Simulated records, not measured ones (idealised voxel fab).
Process module heading - voxel self aligned contacts
Section shown: cut. Width: 265 nm. Cell size: 5 nm, square.
The cross-sections in this document take the form of a grid made of square cells. They are written out as bands, in order from top to bottom. Each band consists of one or more rows of cells.
What a band's entry tells you: where the top is and where the bottom is, as heights in nm, and after that what lies inside, material by material from left to right, each with its width in nm. Empty space is written as the word "blank", and a single material marked with the word "edge to edge" occupies the band from edge to edge.
Zero point of the height axis is 0; under it, received wafer = one material. Lowest band: continues down indefinitely, "0 nm and below".
A width given as "30 to 40" starts at the first number in the band's top row and ends at the second number in its bottom row, shifting by an equal amount at every step from row to row.
Any step labelled "nothing altered" changed none of the cells in the cross-section.
Voids not open to the top, 8 cells minimum: see "Enclosed void list". Written width x height at distance; distance is from the left edge; nm.
Past the settings on a step's line: simulator remark, on that step.
When a step includes a mask, the "overlay nm" setting on its line states how far to the right of its planned place that mask lay, and negative values state how far to the left.

## So here's the lineup of process steps we planned
1: RECEIVE | material Si
2: OXIDIZE | depth nm 5
3: DIRECTIONAL_DEP | material polySi | thk nm 30
4: DIRECTIONAL_DEP | material SiN | thk nm 20
5: PATTERN | tone cover | mask id GATE | material resist | width nm 30 | pitch nm 65 | thk nm 20 | overlay nm 0
6: DIRECTIONAL_ETCH | etch materials SiN | depth nm 20
7: DIRECTIONAL_ETCH | etch materials polySi | depth nm 30
8: STRIP | etch materials resist
9: CONFORMAL_DEP | material SiN | thk nm 10
10: DIRECTIONAL_ETCH | etch materials SiN | depth nm 10
11: FILL_DEP | material SiO2 | thk nm 15
12: CMP | height nm 55
13: DIRECTIONAL_DEP | material aC | thk nm 15
14: PATTERN | tone open | mask id CONTACT | material resist | width nm 45 | thk nm 30 | overlay nm 0
15: DIRECTIONAL_ETCH | etch materials aC | depth nm 15
16: STRIP | etch materials resist
17: DIRECTIONAL_ETCH | etch materials SiO2 | depth nm 60
18: STRIP | etch materials aC
19: CONFORMAL_DEP | material TiN | thk nm 5
20: FILL_DEP | material Ru | thk nm 10
21: CMP | height nm 55
22: CONFORMAL_DEP | material SiN | thk nm 5

## As received (post step 1): cross-section
	0 nm and below  Si edge to edge
	Enclosed void list: none

## Same starting wafer, same plan as above, one mistake in the execution; this is the cross-section at the end of the module
	60 nm to 55 nm  SiN edge to edge
	55 nm to 50 nm  SiO2 75, then SiN 50, then TiN 15, then SiN 50, then SiO2 75
	50 nm to 30 nm  SiN edge to edge
	30 nm to 0 nm  polySi edge to edge
	0 nm to -5 nm  SiO2 edge to edge
	-5 nm and below  Si edge to edge
	Enclosed void list: none
Nonconformance to the process plan: step 4 of the plan was performed twice
